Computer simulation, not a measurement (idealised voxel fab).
process module | voxel transistor to metal
cross-section cut | 260 nm wide | cells 5 nm
A cross-section is a grid of square cells, given in bands from the top down. A band is one or more rows of cells.
Each band's line starts with the height of the band's top and of its bottom, in nm. Then come its materials from left to right, each with its width in nm. One material with "throughout" fills the band from edge to edge. "air" is empty space.
Height 0 is the level under which the wafer as received is all one material. The lowest band goes on downwards, as in "0 down".
A width such as "30 to 40" changes by the same amount from each row of cells to the next, from the band's top row to its bottom row.
"no change" after a step means that no cell of the cross-section changed.
closed voids: empty space of 8 cells or more with no open way to the top, each as width x height at its distance from the left edge, in nm
after a step's settings: what the simulator itself notes on the step
overlay nm, on a step with a mask: how far to the right of its planned place the mask lay; to the left if negative
plan
1 op RECEIVE | material Si
2 op CONFORMAL_DEP | material SiO2 | thk nm 5
3 op CONFORMAL_DEP | material SiN | thk nm 15
4 op DIRECTIONAL_DEP | material aC | thk nm 15
5 op PATTERN | tone cover | mask id ACTIVE | material resist | width nm 105 | pitch nm 125 | thk nm 35 | overlay nm 0
6 op DIRECTIONAL_ETCH | etch materials aC | depth nm 15
7 op STRIP | etch materials resist
8 op DIRECTIONAL_ETCH | etch materials SiN | depth nm 15
9 op DIRECTIONAL_ETCH | etch materials SiO2 | depth nm 5
10 op DIRECTIONAL_ETCH | etch materials Si | depth nm 30
11 op STRIP | etch materials aC
12 op FILL_DEP | material SiO2 | thk nm 10
13 op CMP | height nm 20
14 op SELECTIVE_ETCH | etch materials SiO2 | depth nm 5
15 op STRIP | etch materials SiN
16 op SELECTIVE_ETCH | etch materials SiO2 | depth nm 5
17 op OXIDIZE | depth nm 5
18 op DIRECTIONAL_DEP | material polySi | thk nm 25
19 op DIRECTIONAL_DEP | material SiCN | thk nm 10
20 op MASKED_ETCH | tone cover | mask id GATE | width nm 15 | pitch nm 125 | etch materials SiCN | depth nm 20 | overlay nm 0
21 op MASKED_ETCH | tone cover | mask id GATE | width nm 15 | pitch nm 125 | etch materials polySi | depth nm 35 | overlay nm 0
22 op CONFORMAL_DEP | material SiN | thk nm 5
23 op DIRECTIONAL_ETCH | etch materials SiN | depth nm 5
24 op DIRECTIONAL_ETCH | etch materials SiO2 | depth nm 5
25 op EPI | material nSi | thk nm 5
26 op FILL_DEP | material SiO2 | thk nm 10
27 op CMP | height nm 35
28 op DIRECTIONAL_DEP | material SiO2 | thk nm 10
29 op DIRECTIONAL_DEP | material aC | thk nm 10
30 op PATTERN | tone open | mask id CONTACT | material resist | width nm 20 | thk nm 25 | overlay nm 0
31 op DIRECTIONAL_ETCH | etch materials aC | depth nm 10
32 op STRIP | etch materials resist
33 op DIRECTIONAL_ETCH | etch materials SiO2 | depth nm 45
34 op STRIP | etch materials aC
35 op CONFORMAL_DEP | material TiN | thk nm 5
36 op FILL_DEP | material W | thk nm 10
37 op CMP | height nm 45
38 op DIRECTIONAL_DEP | material TiN | thk nm 5
39 op DIRECTIONAL_DEP | material W | thk nm 20
40 op MASKED_ETCH | tone cover | mask id METAL_1 | width nm 20 | etch materials W | depth nm 20 | overlay nm 0
41 op MASKED_ETCH | tone cover | mask id METAL_1 | width nm 20 | etch materials TiN | depth nm 5 | overlay nm 0
42 op FILL_DEP | material lowk | thk nm 5
43 op CMP | height nm 70
44 op CONFORMAL_DEP | material SiCN | thk nm 5
45 op DIRECTIONAL_DEP | material SiO2 | thk nm 25
46 op PATTERN | tone open | mask id METAL_2 | material resist | width nm 20 | pitch nm 125 | thk nm 15 | overlay nm 0
47 op DIRECTIONAL_ETCH | etch materials SiO2 | depth nm 15
48 op STRIP | etch materials resist
49 op PATTERN | tone open | mask id METAL_2_HOLES | material resist | width nm 15 | pitch nm 125 | thk nm 20 | overlay nm 0
50 op DIRECTIONAL_ETCH | etch materials SiO2 | depth nm 10
51 op DIRECTIONAL_ETCH | etch materials SiCN | depth nm 5
52 op STRIP | etch materials resist
53 op CONFORMAL_DEP | material TiN | thk nm 5
54 op FILL_DEP | material Ru | thk nm 10
55 op CMP | height nm 100
56 op CONFORMAL_DEP | material SiN | thk nm 5
as received, after step 1
  0 down: Si throughout
  closed voids: none
first wafer at the end, as planned
  105 to 100: SiN throughout
  100 to 90: SiO2 20 | TiN 5 | Ru 10 | TiN 5 | SiO2 105 | TiN 5 | Ru 10 | TiN 5 | SiO2 95
  90 to 85: SiO2 20 | TiN 5 | Ru 5 | TiN 10 | SiO2 105 | TiN 5 | Ru 5 | TiN 10 | SiO2 95
  85 to 75: SiO2 20 | TiN 5 | Ru 5 | TiN 5 | SiO2 110 | TiN 5 | Ru 5 | TiN 5 | SiO2 100
  75 to 70: SiCN 20 | TiN 15 | SiCN 110 | TiN 15 | SiCN 100
  70 to 50: lowk 20 | W 20 | lowk 55 | W 20 | lowk 30 | W 20 | lowk 55 | W 20 | lowk 20
  50 to 45: lowk 20 | TiN 20 | lowk 55 | TiN 20 | lowk 30 | TiN 20 | lowk 55 | TiN 20 | lowk 20
  45 to 35: SiO2 20 | TiN 5 | W 10 | TiN 5 | SiO2 55 | TiN 5 | W 10 | TiN 5 | SiO2 30 | TiN 5 | W 10 | TiN 5 | SiO2 55 | TiN 5 | W 10 | TiN 5 | SiO2 20
  35 to 25: SiO2 20 | TiN 5 | W 10 | TiN 5 | SiO2 15 | SiN 5 | SiCN 15 | SiN 5 | SiO2 15 | TiN 5 | W 10 | TiN 5 | SiO2 30 | TiN 5 | W 10 | TiN 5 | SiO2 15 | SiN 5 | SiCN 15 | SiN 5 | SiO2 15 | TiN 5 | W 10 | TiN 5 | SiO2 20
  25 to 10: SiO2 20 | TiN 5 | W 10 | TiN 5 | SiO2 15 | SiN 5 | polySi 15 | SiN 5 | SiO2 15 | TiN 5 | W 10 | TiN 5 | SiO2 30 | TiN 5 | W 10 | TiN 5 | SiO2 15 | SiN 5 | polySi 15 | SiN 5 | SiO2 15 | TiN 5 | W 10 | TiN 5 | SiO2 20
  10 to 5: SiO2 10 | SiN 5 | SiO2 5 | TiN 5 | W 10 | TiN 5 | SiO2 15 | SiN 5 | polySi 15 | SiN 5 | SiO2 15 | TiN 5 | W 10 | TiN 5 | SiO2 5 | SiN 5 | SiO2 10 | SiN 5 | SiO2 5 | TiN 5 | W 10 | TiN 5 | SiO2 15 | SiN 5 | polySi 15 | SiN 5 | SiO2 15 | TiN 5 | W 10 | TiN 5 | SiO2 5 | SiN 5 | SiO2 10
  5 to 0: SiO2 10 | SiN 5 | SiO2 5 | TiN 20 | SiO2 15 | SiN 5 | polySi 15 | SiN 5 | SiO2 15 | TiN 20 | SiO2 5 | SiN 5 | SiO2 10 | SiN 5 | SiO2 5 | TiN 20 | SiO2 15 | SiN 5 | polySi 15 | SiN 5 | SiO2 15 | TiN 20 | SiO2 5 | SiN 5 | SiO2 10
  0 to -5: SiO2 15 | nSi 40 | SiO2 25 | nSi 40 | SiO2 20 | nSi 40 | SiO2 25 | nSi 40 | SiO2 15
  -5 to -30: SiO2 15 | Si 105 | SiO2 20 | Si 105 | SiO2 15
  -30 down: Si throughout
  closed voids: none
second wafer at the end: like start, like plan, one mistake
  105 to 100: SiN throughout
  100 to 75: SiO2 throughout
  75 to 70: SiCN throughout
  70 to 50: lowk 20 | W 20 | lowk 55 | W 20 | lowk 30 | W 20 | lowk 55 | W 20 | lowk 20
  50 to 45: lowk 20 | TiN 20 | lowk 55 | TiN 20 | lowk 30 | TiN 20 | lowk 55 | TiN 20 | lowk 20
  45 to 35: SiO2 20 | TiN 5 | W 10 | TiN 5 | SiO2 55 | TiN 5 | W 10 | TiN 5 | SiO2 30 | TiN 5 | W 10 | TiN 5 | SiO2 55 | TiN 5 | W 10 | TiN 5 | SiO2 20
  35 to 25: SiO2 20 | TiN 5 | W 10 | TiN 5 | SiO2 15 | SiN 5 | SiCN 15 | SiN 5 | SiO2 15 | TiN 5 | W 10 | TiN 5 | SiO2 30 | TiN 5 | W 10 | TiN 5 | SiO2 15 | SiN 5 | SiCN 15 | SiN 5 | SiO2 15 | TiN 5 | W 10 | TiN 5 | SiO2 20
  25 to 10: SiO2 20 | TiN 5 | W 10 | TiN 5 | SiO2 15 | SiN 5 | polySi 15 | SiN 5 | SiO2 15 | TiN 5 | W 10 | TiN 5 | SiO2 30 | TiN 5 | W 10 | TiN 5 | SiO2 15 | SiN 5 | polySi 15 | SiN 5 | SiO2 15 | TiN 5 | W 10 | TiN 5 | SiO2 20
  10 to 5: SiO2 10 | SiN 5 | SiO2 5 | TiN 5 | W 10 | TiN 5 | SiO2 15 | SiN 5 | polySi 15 | SiN 5 | SiO2 15 | TiN 5 | W 10 | TiN 5 | SiO2 5 | SiN 5 | SiO2 10 | SiN 5 | SiO2 5 | TiN 5 | W 10 | TiN 5 | SiO2 15 | SiN 5 | polySi 15 | SiN 5 | SiO2 15 | TiN 5 | W 10 | TiN 5 | SiO2 5 | SiN 5 | SiO2 10
  5 to 0: SiO2 10 | SiN 5 | SiO2 5 | TiN 20 | SiO2 15 | SiN 5 | polySi 15 | SiN 5 | SiO2 15 | TiN 20 | SiO2 5 | SiN 5 | SiO2 10 | SiN 5 | SiO2 5 | TiN 20 | SiO2 15 | SiN 5 | polySi 15 | SiN 5 | SiO2 15 | TiN 20 | SiO2 5 | SiN 5 | SiO2 10
  0 to -5: SiO2 15 | nSi 40 | SiO2 25 | nSi 40 | SiO2 20 | nSi 40 | SiO2 25 | nSi 40 | SiO2 15
  -5 to -30: SiO2 15 | Si 105 | SiO2 20 | Si 105 | SiO2 15
  -30 down: Si throughout
  closed voids: none
what went wrong: step 45 was run twice
at the end the second wafer has, in cells: 14 fewer of Ru | 6 more of SiCN | 36 more of SiO2 | 28 fewer of TiN
